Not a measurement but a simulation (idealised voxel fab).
process module | voxel wiring stack
cross-section cut | 195 nm wide | cells 5 nm
A cross-section is a grid of square cells, given in bands from the top down. A band is one or more rows of cells.
Each band's line starts with the height of the band's top and of its bottom, in nm. Then come its materials from left to right, each with its width in nm. One material with "throughout" fills the band from edge to edge. "air" is empty space.
Height 0 is the level under which the wafer as received is all one material. The lowest band goes on downwards, as in "0 down".
A width such as "30 to 40" changes by the same amount from each row of cells to the next, from the band's top row to its bottom row.
"no change" after a step means that no cell of the cross-section changed.
closed voids: empty space of 8 cells or more with no open way to the top, each as width x height at its distance from the left edge, in nm
after a step's settings: what the simulator itself notes on the step
overlay nm, on a step with a mask: how far to the right of its planned place the mask lay; to the left if negative
plan
1 op RECEIVE | material Si
2 op CONFORMAL_DEP | material SiO2 | thk nm 10
3 op CONFORMAL_DEP | material SiCN | thk nm 5
4 op DIRECTIONAL_DEP | material lowk | thk nm 20
5 op MASKED_ETCH | tone open | mask id METAL_1 | width nm 25 | pitch nm 45 | etch materials lowk | depth nm 20 | overlay nm 0
6 op MASKED_ETCH | tone open | mask id METAL_1 | width nm 25 | pitch nm 45 | etch materials SiCN | depth nm 5 | overlay nm 0
7 op CONFORMAL_DEP | material TiN | thk nm 5
8 op FILL_DEP | material Ru | thk nm 5
9 op CMP | height nm 35
10 op CONFORMAL_DEP | material SiCN | thk nm 5
11 op DIRECTIONAL_DEP | material SiO2 | thk nm 35
12 op MASKED_ETCH | tone open | mask id METAL_2_HOLES | width nm 15 | pitch nm 45 | etch materials SiO2 | depth nm 35 | overlay nm 0
13 op DIRECTIONAL_DEP | material aC | thk nm 15
14 op PATTERN | tone open | mask id METAL_2 | material resist | width nm 25 | pitch nm 45 | thk nm 30 | overlay nm 0
15 op DIRECTIONAL_ETCH | etch materials aC | depth nm 15
16 op STRIP | etch materials resist
17 op DIRECTIONAL_ETCH | etch materials SiO2 | depth nm 20
18 op DIRECTIONAL_ETCH | etch materials SiCN | depth nm 5
19 op STRIP | etch materials aC
20 op CONFORMAL_DEP | material TiN | thk nm 5
21 op FILL_DEP | material Cu | thk nm 5
22 op CMP | height nm 75
23 op CONFORMAL_DEP | material SiCN | thk nm 5
24 op DIRECTIONAL_DEP | material SiO2 | thk nm 10
25 op DIRECTIONAL_DEP | material aC | thk nm 10
26 op PATTERN | tone open | mask id PLUG_2 | material resist | width nm 15 | pitch nm 90 | thk nm 25 | overlay nm 0
27 op DIRECTIONAL_ETCH | etch materials aC | depth nm 10
28 op STRIP | etch materials resist
29 op DIRECTIONAL_ETCH | etch materials SiO2 | depth nm 10
30 op DIRECTIONAL_ETCH | etch materials SiCN | depth nm 5
31 op STRIP | etch materials aC
32 op CONFORMAL_DEP | material TiN | thk nm 5
33 op FILL_DEP | material Cu | thk nm 5
34 op CMP | height nm 90
35 op DIRECTIONAL_DEP | material TiN | thk nm 5
36 op DIRECTIONAL_DEP | material W | thk nm 20
37 op MASKED_ETCH | tone cover | mask id METAL_3 | width nm 25 | pitch nm 45 | etch materials W | depth nm 20 | overlay nm 0
38 op MASKED_ETCH | tone cover | mask id METAL_3 | width nm 25 | pitch nm 45 | etch materials TiN | depth nm 5 | overlay nm 0
39 op CONFORMAL_DEP | material SiCN | thk nm 5
40 op FILL_DEP | material SiO2 | thk nm 10
41 op CMP | height nm 115
42 op CONFORMAL_DEP | material SiN | thk nm 5
as received, after step 1
  0 down: Si throughout
  closed voids: none
first wafer at the end, as planned
  120 to 115: SiN throughout
  115 to 95: SiO2 35 | SiCN 5 | W 25 | SiCN 5 | SiO2 10 | SiCN 5 | W 25 | SiCN 5 | SiO2 10 | SiCN 5 | W 25 | SiCN 5 | SiO2 35
  95 to 90: SiCN 40 | TiN 25 | SiCN 20 | TiN 25 | SiCN 20 | TiN 25 | SiCN 40
  90 to 80: SiO2 40 | TiN 5 | Cu 5 | TiN 5 | SiO2 75 | TiN 5 | Cu 5 | TiN 5 | SiO2 50
  80 to 75: SiCN 40 | TiN 15 | SiCN 75 | TiN 15 | SiCN 50
  75 to 60: SiO2 40 | TiN 5 | Cu 15 | TiN 5 | SiO2 20 | TiN 5 | Cu 15 | TiN 5 | SiO2 20 | TiN 5 | Cu 15 | TiN 5 | SiO2 40
  60 to 55: SiO2 40 | TiN 5 | Cu 5 | TiN 15 | SiO2 20 | TiN 5 | Cu 5 | TiN 15 | SiO2 20 | TiN 5 | Cu 5 | TiN 15 | SiO2 40
  55 to 40: SiO2 40 | TiN 5 | Cu 5 | TiN 5 | SiO2 30 | TiN 5 | Cu 5 | TiN 5 | SiO2 30 | TiN 5 | Cu 5 | TiN 5 | SiO2 50
  40 to 35: SiCN 40 | TiN 15 | SiCN 30 | TiN 15 | SiCN 30 | TiN 15 | SiCN 50
  35 to 15: lowk 40 | TiN 5 | Ru 15 | TiN 5 | lowk 20 | TiN 5 | Ru 15 | TiN 5 | lowk 20 | TiN 5 | Ru 15 | TiN 5 | lowk 40
  15 to 10: SiCN 40 | TiN 25 | SiCN 20 | TiN 25 | SiCN 20 | TiN 25 | SiCN 40
  10 to 0: SiO2 throughout
  0 down: Si throughout
  closed voids: none
second wafer at the end: like start, like plan, one mistake
  120 to 115: SiN throughout
  115 to 95: SiO2 35 | SiCN 5 | W 25 | SiCN 5 | SiO2 10 | SiCN 5 | W 25 | SiCN 5 | SiO2 10 | SiCN 5 | W 25 | SiCN 5 | SiO2 35
  95 to 90: SiCN 40 | TiN 25 | SiCN 20 | TiN 25 | SiCN 20 | TiN 25 | SiCN 40
  90 to 80: SiO2 40 | TiN 5 | Cu 5 | TiN 5 | SiO2 75 | TiN 5 | Cu 5 | TiN 5 | SiO2 50
  80 to 75: SiCN 40 | TiN 15 | SiCN 75 | TiN 15 | SiCN 50
  75 to 60: SiO2 40 | TiN 5 | Cu 15 | TiN 5 | SiO2 20 | TiN 5 | Cu 15 | TiN 5 | SiO2 20 | TiN 5 | Cu 15 | TiN 5 | SiO2 40
  60 to 55: SiO2 40 | TiN 5 | Cu 5 | TiN 15 | SiO2 20 | TiN 5 | Cu 5 | TiN 15 | SiO2 20 | TiN 5 | Cu 5 | TiN 15 | SiO2 40
  55 to 40: SiO2 40 | TiN 5 | Cu 5 | TiN 5 | SiO2 30 | TiN 5 | Cu 5 | TiN 5 | SiO2 30 | TiN 5 | Cu 5 | TiN 5 | SiO2 50
  40 to 35: SiCN 40 | TiN 15 | SiCN 30 | TiN 15 | SiCN 30 | TiN 15 | SiCN 50
  35 to 15: W throughout
  15 to 10: SiCN throughout
  10 to 0: SiO2 throughout
  0 down: Si throughout
  closed voids: none
what went wrong: step 4 ran as: op DIRECTIONAL_DEP | material W | thk nm 20
at the end the second wafer has, in cells: 36 fewer of Ru | 15 more of SiCN | 39 fewer of TiN | 156 more of W | 96 fewer of lowk
